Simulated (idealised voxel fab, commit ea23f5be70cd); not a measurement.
This section sets out a process module, namely voxel double patterning.
It is cross-section cut that appears here, measuring 195 nm in width, its square cells being 5 nm in size.
The cross-sections in this document take the form of a grid made of square cells. They are written out as bands, in order from top to bottom. Each band consists of one or more rows of cells. Band entry format. Leading values: height of top, height of bottom, nm. Remainder: materials in left-to-right order, each with its width in nm. Special words: "throughout" on a single material, which then fills the band edge to edge; "air", empty space. Height reference: 0 = level under which incoming wafer is all one material. Lowest band: no bottom, runs on downward, e.g. "0 nm and below". A two-number width, for instance "30..40", indicates that the width is equal to the first number in the top row of the band and to the second number in the bottom row, and that it changes by a constant amount per row of cells. "no modification" (step): cross-section cells unchanged, all of them. You'll see "Sealed voids" listing empty spaces that have no way open to the top, as long as they're 8 cells or more; the notation is width x height at distance, where the distance is from the left edge, and all of it is in nm. Note: text after step settings on the step line = simulator remark on that step. Each step line may optionally specify "overlay nm", which for a step with a mask gives the rightward distance between the mask's planned place and where it lay, a negative value indicating the leftward direction.

LISTED BELOW ARE THE PROCESS STEPS AS PLANNED
| 1 | RECEIVE [material Si] |
| 2 | CONFORMAL_DEP [material SiO2] [thk nm 5] |
| 3 | DIRECTIONAL_DEP [material polySi] [thk nm 20] |
| 4 | DIRECTIONAL_DEP [material SiN] [thk nm 5] |
| 5 | DIRECTIONAL_DEP [material aC] [thk nm 10] |
| 6 | PATTERN [tone open] [mask id FIRST] [material resist] [width nm 15] [pitch nm 50] [thk nm 30] [overlay nm 0] |
| 7 | DIRECTIONAL_ETCH [etch materials aC] [depth nm 10] |
| 8 | STRIP [etch materials resist] |
| 9 | DIRECTIONAL_ETCH [etch materials SiN] [depth nm 5] |
| 10 | STRIP [etch materials aC] |
| 11 | PATTERN [tone open] [mask id SECOND] [material resist] [width nm 15] [thk nm 20] [overlay nm 0] |
| 12 | DIRECTIONAL_ETCH [etch materials SiN] [depth nm 5] |
| 13 | STRIP [etch materials resist] |
| 14 | DIRECTIONAL_ETCH [etch materials polySi] [depth nm 20] |
| 15 | STRIP [etch materials SiN] |
The value of thk nm given for step 4 in the plan refers to the first wafer; the wafers vary in this setting and are alike at the start.

INCOMING STATE OF THE FIRST OF SEVERAL WAFERS IN CROSS-SECTION: AFTER STEP 1
0 nm and below = Si throughout
Sealed voids: none

HEADS UP, THIS TABLE GOES WAFER BY WAFER. A ROW TELLS YOU, AT THE END OF THE MODULE, HOW MANY CELLS OF EACH MATERIAL THAT WAFER HAS PUT ON (+) OR DROPPED (-) SINCE IT WAS RECEIVED, AND THEN ITS CLOSED VOIDS
thk nm 5; +39 SiO2; +120 polySi; Sealed voids: none
thk nm 10; +39 SiO2; +156 polySi; Sealed voids: none
thk nm 15; +39 SiO2; +156 polySi; Sealed voids: none
thk nm 20; +39 SiO2; +156 polySi; Sealed voids: none
